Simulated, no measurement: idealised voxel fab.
process module | voxel self aligned contacts
FYI the section here is cut, 300 nm wide, cells are 5 nm squares.
In what follows, cross-sections appear as grids of square cells, described through bands that run from the top down, where every band is one or more rows of cells.
What a band's entry tells you: where the top is and where the bottom is, as heights in nm, and after that what lies inside, material by material from left to right, each with its width in nm. Empty space is written as the word "blank", and a single material marked with the word "full width" occupies the band from edge to edge.
Note: height 0 marks the level under which the wafer is uniformly one material as received. Lowest band unbounded below, written "z 0 and below".
A width given as "30->40" starts at the first number in the band's top row and ends at the second number in its bottom row, shifting by an equal amount at every step from row to row.
The cross-section has no changed cell in any step marked "no change occurred".
Closed-off voids of 8+ cells (no open route to the top) go in "Fully closed voids", written width x height at distance from the left edge, in nm.
Post-settings text on a step line: simulator's own remark regarding the step.
A step's line can hold "overlay nm"; with a mask on that step, the setting says how far right of the planned place the mask lay, while a negative setting says it lay to the left.
**So here's the lineup of process steps we planned**
1: RECEIVE: material Si
2: OXIDIZE: depth nm 5
3: DIRECTIONAL_DEP: material polySi, thk nm 20
4: DIRECTIONAL_DEP: material SiN, thk nm 15
5: PATTERN: tone cover, mask id GATE, material resist, width nm 35, pitch nm 60, thk nm 20, overlay nm 0
6: DIRECTIONAL_ETCH: etch materials SiN, depth nm 15
7: DIRECTIONAL_ETCH: etch materials polySi, depth nm 20
8: STRIP: etch materials resist
9: CONFORMAL_DEP: material SiN, thk nm 5
10: DIRECTIONAL_ETCH: etch materials SiN, depth nm 5
11: FILL_DEP: material SiO2, thk nm 15
12: CMP: height nm 45
13: PATTERN: tone open, mask id CONTACT, material resist, width nm 35, thk nm 15, overlay nm 0
14: DIRECTIONAL_ETCH: etch materials SiO2, depth nm 50
15: STRIP: etch materials resist
16: CONFORMAL_DEP: material TiN, thk nm 5
17: FILL_DEP: material Ru, thk nm 10
18: CMP: height nm 45
19: CONFORMAL_DEP: material SiN, thk nm 5
**Wafer, first of two, run as planned**
**Step 1 complete: cross-section of the wafer as received**
z 0 and below: Si full width
Fully closed voids: none
**Wafer xsec, post step 2**
z 0 to -5: SiO2 full width
Rest of section, below -5: as before.
**Wafer xsec, post step 3**
z 20 to 0: polySi full width
Rest of section, below 0: as before.
**Wafer xsec, post step 4**
z 35 to 20: SiN full width
Rest of section, below 20: as before.
**Wafer xsec, post step 5**
z 55 to 35: 100 nm blank; 35 nm resist; 25 nm blank; 35 nm resist; 105 nm blank
Rest of section, below 35: as before.
**Wafer xsec, post step 6**
z 55 to 35: 100 nm blank; 35 nm resist; 25 nm blank; 35 nm resist; 105 nm blank
z 35 to 20: 100 nm blank; 35 nm SiN; 25 nm blank; 35 nm SiN; 105 nm blank
Rest of section, below 20: as before.
**Wafer xsec, post step 7**
z 55 to 35: 100 nm blank; 35 nm resist; 25 nm blank; 35 nm resist; 105 nm blank
z 35 to 20: 100 nm blank; 35 nm SiN; 25 nm blank; 35 nm SiN; 105 nm blank
z 20 to 0: 100 nm blank; 35 nm polySi; 25 nm blank; 35 nm polySi; 105 nm blank
Rest of section, below 0: as before.
**Wafer xsec, post step 8**
z 35 to 20: 100 nm blank; 35 nm SiN; 25 nm blank; 35 nm SiN; 105 nm blank
Rest of section, below 20: as before.
**Wafer xsec, post step 9**
z 40 to 20: 95 nm blank; 45 nm SiN; 15 nm blank; 45 nm SiN; 100 nm blank
z 20 to 5: 95 nm blank; 5 nm SiN; 35 nm polySi; 5 nm SiN; 15 nm blank; 5 nm SiN; 35 nm polySi; 5 nm SiN; 100 nm blank
z 5 to 0: 100 nm SiN; 35 nm polySi; 25 nm SiN; 35 nm polySi; 105 nm SiN
Rest of section, below 0: as before.
**Wafer xsec, post step 10**
z 35 to 20: 95 nm blank; 45 nm SiN; 15 nm blank; 45 nm SiN; 100 nm blank
z 20 to 0: 95 nm blank; 5 nm SiN; 35 nm polySi; 5 nm SiN; 15 nm blank; 5 nm SiN; 35 nm polySi; 5 nm SiN; 100 nm blank
Rest of section, below 0: as before.
**Wafer xsec, post step 11**
z 50 to 35: SiO2 full width
z 35 to 20: 95 nm SiO2; 45 nm SiN; 15 nm SiO2; 45 nm SiN; 100 nm SiO2
z 20 to 0: 95 nm SiO2; 5 nm SiN; 35 nm polySi; 5 nm SiN; 15 nm SiO2; 5 nm SiN; 35 nm polySi; 5 nm SiN; 100 nm SiO2
Rest of section, below 0: as before.
**Wafer xsec, post step 12**
z 45 to 35: SiO2 full width
Rest of section, below 35: as before.
**Wafer xsec, post step 13**
z 60 to 45: 130 nm resist; 35 nm blank; 135 nm resist
Rest of section, below 45: as before.
**Wafer xsec, post step 14**
z 60 to 45: 130 nm resist; 35 nm blank; 135 nm resist
z 45 to 35: 130 nm SiO2; 35 nm blank; 135 nm SiO2
z 35 to 20: 95 nm SiO2; 45 nm SiN; 15 nm blank; 45 nm SiN; 100 nm SiO2
z 20 to 0: 95 nm SiO2; 5 nm SiN; 35 nm polySi; 5 nm SiN; 15 nm blank; 5 nm SiN; 35 nm polySi; 5 nm SiN; 100 nm SiO2
z 0 to -5: 140 nm SiO2; 15 nm blank; 145 nm SiO2
Rest of section, below -5: as before.
**Wafer xsec, post step 15**
z 45 to 35: 130 nm SiO2; 35 nm blank; 135 nm SiO2
Rest of section, below 35: as before.
**Wafer xsec, post step 16**
z 50 to 45: 135 nm TiN; 25 nm blank; 140 nm TiN
z 45 to 35: 130 nm SiO2; 5->15 nm TiN; 25->5 nm blank; 5->15 nm TiN; 135 nm SiO2
z 35 to 20: 95 nm SiO2; 45 nm SiN; 5 nm TiN; 5 nm blank; 5 nm TiN; 45 nm SiN; 100 nm SiO2
z 20 to 0: 95 nm SiO2; 5 nm SiN; 35 nm polySi; 5 nm SiN; 5 nm TiN; 5 nm blank; 5 nm TiN; 5 nm SiN; 35 nm polySi; 5 nm SiN; 100 nm SiO2
z 0 to -5: 140 nm SiO2; 15 nm TiN; 145 nm SiO2
Rest of section, below -5: as before.
**Wafer xsec, post step 17**
z 60 to 50: Ru full width
z 50 to 45: 135 nm TiN; 25 nm Ru; 140 nm TiN
z 45 to 35: 130 nm SiO2; 5->15 nm TiN; 25->5 nm Ru; 5->15 nm TiN; 135 nm SiO2
z 35 to 20: 95 nm SiO2; 45 nm SiN; 5 nm TiN; 5 nm Ru; 5 nm TiN; 45 nm SiN; 100 nm SiO2
z 20 to 0: 95 nm SiO2; 5 nm SiN; 35 nm polySi; 5 nm SiN; 5 nm TiN; 5 nm Ru; 5 nm TiN; 5 nm SiN; 35 nm polySi; 5 nm SiN; 100 nm SiO2
Rest of section, below 0: as before.
**Wafer xsec, post step 18**
z 45 to 35: 130 nm SiO2; 5->15 nm TiN; 25->5 nm Ru; 5->15 nm TiN; 135 nm SiO2
Rest of section, below 35: as before.
**Wafer xsec, post step 19**
z 50 to 45: SiN full width
Rest of section, below 45: as before.
**Second wafer, same starting state and plan as the first, one mistake in the run, identical through step 13**
**Cross-section of the second wafer corresponding to the planned conclusion of step 14**
z 60 to 45: 130 nm resist; 35 nm blank; 135 nm resist
z 45 to 35: 130 nm SiO2; 35 nm blank; 135 nm SiO2
z 35 to 20: 95 nm SiO2; 45 nm SiN; 15 nm blank; 45 nm SiN; 100 nm SiO2
z 20 to 5: 95 nm SiO2; 5 nm SiN; 35 nm polySi; 5 nm SiN; 15 nm blank; 5 nm SiN; 35 nm polySi; 5 nm SiN; 100 nm SiO2
Rest of section, below 5: as before.
**Cross-section of the second wafer corresponding to the planned conclusion of step 15**
z 45 to 35: 130 nm SiO2; 35 nm blank; 135 nm SiO2
Rest of section, below 35: as before.
**Cross-section of the second wafer corresponding to the planned conclusion of step 16**
z 50 to 45: 135 nm TiN; 25 nm blank; 140 nm TiN
z 45 to 35: 130 nm SiO2; 5->15 nm TiN; 25->5 nm blank; 5->15 nm TiN; 135 nm SiO2
z 35 to 20: 95 nm SiO2; 45 nm SiN; 5 nm TiN; 5 nm blank; 5 nm TiN; 45 nm SiN; 100 nm SiO2
z 20 to 10: 95 nm SiO2; 5 nm SiN; 35 nm polySi; 5 nm SiN; 5 nm TiN; 5 nm blank; 5 nm TiN; 5 nm SiN; 35 nm polySi; 5 nm SiN; 100 nm SiO2
z 10 to 5: 95 nm SiO2; 5 nm SiN; 35 nm polySi; 5 nm SiN; 15 nm TiN; 5 nm SiN; 35 nm polySi; 5 nm SiN; 100 nm SiO2
Rest of section, below 5: as before.
**Cross-section of the second wafer corresponding to the planned conclusion of step 17**
z 60 to 50: Ru full width
z 50 to 45: 135 nm TiN; 25 nm Ru; 140 nm TiN
z 45 to 35: 130 nm SiO2; 5->15 nm TiN; 25->5 nm Ru; 5->15 nm TiN; 135 nm SiO2
z 35 to 20: 95 nm SiO2; 45 nm SiN; 5 nm TiN; 5 nm Ru; 5 nm TiN; 45 nm SiN; 100 nm SiO2
z 20 to 10: 95 nm SiO2; 5 nm SiN; 35 nm polySi; 5 nm SiN; 5 nm TiN; 5 nm Ru; 5 nm TiN; 5 nm SiN; 35 nm polySi; 5 nm SiN; 100 nm SiO2
Rest of section, below 10: as before.
**Cross-section of the second wafer corresponding to the planned conclusion of step 18**
z 45 to 35: 130 nm SiO2; 5->15 nm TiN; 25->5 nm Ru; 5->15 nm TiN; 135 nm SiO2
Rest of section, below 35: as before.
**Cross-section of the second wafer corresponding to the planned conclusion of step 19**
z 50 to 45: SiN full width
Rest of section, below 45: as before.
Run error: heads up, step 14 didn't go per plan, it actually ran as DIRECTIONAL_ETCH: etch materials SiO2, depth nm 40
at the end the second wafer has, in cells: Ru: 2 fewer | SiO2: 6 more | TiN: 4 fewer
